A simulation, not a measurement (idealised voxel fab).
Proc. module: voxel quadruple lines
Xsec cut, 270 nm wide, square cell size 5 nm.
Cross-section, as written here: a square-cell grid given band by band from the top down, where a band holds one or more rows of cells.
Heights first: top, then bottom, in nm. Then materials, left to right, each with a width in nm. "all across" on a single material: fills the band edge to edge. "air": empty space.
Below 0: as-received wafer, all one material; heights counted from there. Lowest band: no bottom, goes on down, written "0 down".
The notation "30->40" denotes a width that varies across the rows of cells in the band, beginning at the first number in the top row, finishing at the second number in the bottom row, and changing by an identical amount from each row to the next.
A step reported as "nothing different" is a step in which no cell of the cross-section changed.
Empty spaces without an open route to the top, at least 8 cells in extent, make up the entry "Closed internal voids"; each is given as width x height at distance, where the distance is measured from the left edge, and all are in nm.
Whatever follows a step's settings on its line is a remark the simulator itself makes about that step.
"overlay nm" denotes, for a step that has a mask, the displacement of the mask to the right of its planned place, with negative values corresponding to the left.

-- Intended process steps
1: RECEIVE with material Si
2: CONFORMAL_DEP with material Al2O3, thk nm 10
3: DIRECTIONAL_DEP with material TiN, thk nm 10
4: DIRECTIONAL_DEP with material polySi, thk nm 15
5: DIRECTIONAL_DEP with material aC, thk nm 25
6: PATTERN with tone cover, mask id MANDREL, material resist, width nm 20, pitch nm 60, thk nm 30, overlay nm 0
7: DIRECTIONAL_ETCH with etch materials aC, depth nm 25
8: STRIP with etch materials resist
9: CONFORMAL_DEP with material SiO2, thk nm 10
10: DIRECTIONAL_ETCH with etch materials SiO2, depth nm 10
11: STRIP with etch materials aC
12: DIRECTIONAL_ETCH with etch materials polySi, depth nm 15
13: STRIP with etch materials SiO2
14: CONFORMAL_DEP with material SiCN, thk nm 5
15: DIRECTIONAL_ETCH with etch materials SiCN, depth nm 5
16: STRIP with etch materials polySi
17: DIRECTIONAL_ETCH with etch materials TiN, depth nm 10
18: STRIP with etch materials SiCN

-- Wafer, first of two, run as planned

-- Shown in cross-section is the wafer as received, that is, as it stands after step 1
* 0 down | Si all across
* Closed internal voids: none

-- How the wafer stands in section after step 2
* 10 to 0 | Al2O3 all across
* For the remainder of the cross-section, below 0, there is no change.

-- How the wafer stands in section after step 3
* 20 to 10 | TiN all across
* For the remainder of the cross-section, below 10, there is no change.

-- How the wafer stands in section after step 4
* 35 to 20 | polySi all across
* For the remainder of the cross-section, below 20, there is no change.

-- How the wafer stands in section after step 5
* 60 to 35 | aC all across
* For the remainder of the cross-section, below 35, there is no change.

-- How the wafer stands in section after step 6
* 90 to 60 | air: 95 | resist: 20 | air: 40 | resist: 20 | air: 95
* For the remainder of the cross-section, below 60, there is no change.

-- How the wafer stands in section after step 7
* 65 to 60 | air: 95 | resist: 20 | air: 40 | resist: 20 | air: 95
* 60 to 35 | air: 95 | aC: 20 | air: 40 | aC: 20 | air: 95
* For the remainder of the cross-section, below 35, there is no change.

-- How the wafer stands in section after step 8
* 60 to 35 | air: 95 | aC: 20 | air: 40 | aC: 20 | air: 95
* For the remainder of the cross-section, below 35, there is no change.

-- How the wafer stands in section after step 9
* 70 to 60 | air: 85 | SiO2: 40 | air: 20 | SiO2: 40 | air: 85
* 60 to 45 | air: 85 | SiO2: 10 | aC: 20 | SiO2: 10 | air: 20 | SiO2: 10 | aC: 20 | SiO2: 10 | air: 85
* 45 to 35 | SiO2: 95 | aC: 20 | SiO2: 40 | aC: 20 | SiO2: 95
* For the remainder of the cross-section, below 35, there is no change.

-- How the wafer stands in section after step 10
* 60 to 35 | air: 85 | SiO2: 10 | aC: 20 | SiO2: 10 | air: 20 | SiO2: 10 | aC: 20 | SiO2: 10 | air: 85
* For the remainder of the cross-section, below 35, there is no change.

-- How the wafer stands in section after step 11
* 60 to 35 | air: 85 | SiO2: 10 | air: 20 | SiO2: 10 | air: 20 | SiO2: 10 | air: 20 | SiO2: 10 | air: 85
* For the remainder of the cross-section, below 35, there is no change.

-- How the wafer stands in section after step 12
* 60 to 35 | air: 85 | SiO2: 10 | air: 20 | SiO2: 10 | air: 20 | SiO2: 10 | air: 20 | SiO2: 10 | air: 85
* 35 to 20 | air: 85 | polySi: 10 | air: 20 | polySi: 10 | air: 20 | polySi: 10 | air: 20 | polySi: 10 | air: 85
* For the remainder of the cross-section, below 20, there is no change.

-- How the wafer stands in section after step 13
* 35 to 20 | air: 85 | polySi: 10 | air: 20 | polySi: 10 | air: 20 | polySi: 10 | air: 20 | polySi: 10 | air: 85
* For the remainder of the cross-section, below 20, there is no change.

-- How the wafer stands in section after step 14
* 40 to 35 | air: 80 | SiCN: 20 | air: 10 | SiCN: 20 | air: 10 | SiCN: 20 | air: 10 | SiCN: 20 | air: 80
* 35 to 25 | air: 80 | SiCN: 5 | polySi: 10 | SiCN: 5 | air: 10 | SiCN: 5 | polySi: 10 | SiCN: 5 | air: 10 | SiCN: 5 | polySi: 10 | SiCN: 5 | air: 10 | SiCN: 5 | polySi: 10 | SiCN: 5 | air: 80
* 25 to 20 | SiCN: 85 | polySi: 10 | SiCN: 20 | polySi: 10 | SiCN: 20 | polySi: 10 | SiCN: 20 | polySi: 10 | SiCN: 85
* For the remainder of the cross-section, below 20, there is no change.

-- How the wafer stands in section after step 15
* 35 to 20 | air: 80 | SiCN: 5 | polySi: 10 | SiCN: 5 | air: 10 | SiCN: 5 | polySi: 10 | SiCN: 5 | air: 10 | SiCN: 5 | polySi: 10 | SiCN: 5 | air: 10 | SiCN: 5 | polySi: 10 | SiCN: 5 | air: 80
* For the remainder of the cross-section, below 20, there is no change.

-- How the wafer stands in section after step 16
* 35 to 20 | air: 80 | SiCN: 5 | air: 10 | SiCN: 5 | air: 10 | SiCN: 5 | air: 10 | SiCN: 5 | air: 10 | SiCN: 5 | air: 10 | SiCN: 5 | air: 10 | SiCN: 5 | air: 10 | SiCN: 5 | air: 80
* For the remainder of the cross-section, below 20, there is no change.

-- How the wafer stands in section after step 17
* 35 to 20 | air: 80 | SiCN: 5 | air: 10 | SiCN: 5 | air: 10 | SiCN: 5 | air: 10 | SiCN: 5 | air: 10 | SiCN: 5 | air: 10 | SiCN: 5 | air: 10 | SiCN: 5 | air: 10 | SiCN: 5 | air: 80
* 20 to 10 | air: 80 | TiN: 5 | air: 10 | TiN: 5 | air: 10 | TiN: 5 | air: 10 | TiN: 5 | air: 10 | TiN: 5 | air: 10 | TiN: 5 | air: 10 | TiN: 5 | air: 10 | TiN: 5 | air: 80
* For the remainder of the cross-section, below 10, there is no change.

-- How the wafer stands in section after step 18
* 20 to 10 | air: 80 | TiN: 5 | air: 10 | TiN: 5 | air: 10 | TiN: 5 | air: 10 | TiN: 5 | air: 10 | TiN: 5 | air: 10 | TiN: 5 | air: 10 | TiN: 5 | air: 10 | TiN: 5 | air: 80
* For the remainder of the cross-section, below 10, there is no change.

-- Second of two: same start, same plan, one run error; steps up to and including 2 match the first

-- Second wafer cross-section, taken as of the time the plan sets for step 3 to be done
* 25 to 10 | polySi all across
* For the remainder of the cross-section, below 10, there is no change.

-- Second wafer cross-section, taken as of the time the plan sets for step 4 to be done
* 35 to 25 | TiN all across
* For the remainder of the cross-section, below 25, there is no change.

-- Second wafer cross-section, taken as of the time the plan sets for step 5 to be done
* 60 to 35 | aC all across
* For the remainder of the cross-section, below 35, there is no change.

-- Second wafer cross-section, taken as of the time the plan sets for step 6 to be done
* 90 to 60 | air: 95 | resist: 20 | air: 40 | resist: 20 | air: 95
* For the remainder of the cross-section, below 60, there is no change.

-- Second wafer cross-section, taken as of the time the plan sets for step 7 to be done
* 65 to 60 | air: 95 | resist: 20 | air: 40 | resist: 20 | air: 95
* 60 to 35 | air: 95 | aC: 20 | air: 40 | aC: 20 | air: 95
* For the remainder of the cross-section, below 35, there is no change.

-- Second wafer cross-section, taken as of the time the plan sets for step 8 to be done
* 60 to 35 | air: 95 | aC: 20 | air: 40 | aC: 20 | air: 95
* For the remainder of the cross-section, below 35, there is no change.

-- Second wafer cross-section, taken as of the time the plan sets for step 9 to be done
* 70 to 60 | air: 85 | SiO2: 40 | air: 20 | SiO2: 40 | air: 85
* 60 to 45 | air: 85 | SiO2: 10 | aC: 20 | SiO2: 10 | air: 20 | SiO2: 10 | aC: 20 | SiO2: 10 | air: 85
* 45 to 35 | SiO2: 95 | aC: 20 | SiO2: 40 | aC: 20 | SiO2: 95
* For the remainder of the cross-section, below 35, there is no change.

-- Second wafer cross-section, taken as of the time the plan sets for step 10 to be done
* 60 to 35 | air: 85 | SiO2: 10 | aC: 20 | SiO2: 10 | air: 20 | SiO2: 10 | aC: 20 | SiO2: 10 | air: 85
* For the remainder of the cross-section, below 35, there is no change.

-- Second wafer cross-section, taken as of the time the plan sets for step 11 to be done
* 60 to 35 | air: 85 | SiO2: 10 | air: 20 | SiO2: 10 | air: 20 | SiO2: 10 | air: 20 | SiO2: 10 | air: 85
* For the remainder of the cross-section, below 35, there is no change.

Second wafer cross-section, taken as of the time the plan sets for step 12 to be done: nothing different

-- Second wafer cross-section, taken as of the time the plan sets for step 13 to be done
* 35 to 25 | TiN all across
* For the remainder of the cross-section, below 25, there is no change.

-- Second wafer cross-section, taken as of the time the plan sets for step 14 to be done
* 40 to 35 | SiCN all across
* For the remainder of the cross-section, below 35, there is no change.

-- Second wafer cross-section, taken as of the time the plan sets for step 15 to be done
* 35 to 25 | TiN all across
* For the remainder of the cross-section, below 25, there is no change.

Second wafer cross-section, taken as of the time the plan sets for step 16 to be done: nothing different

-- Second wafer cross-section, taken as of the time the plan sets for step 17 to be done
* 25 to 10 | polySi all across
* For the remainder of the cross-section, below 10, there is no change.

Second wafer cross-section, taken as of the time the plan sets for step 18 to be done: nothing different
Here's what went sideways: mixed up steps 3 and 4 - ran each in the other's place
Counted in cells at the end, the second wafer holds more or fewer of these materials than the first: TiN: 16 fewer; polySi: 162 more
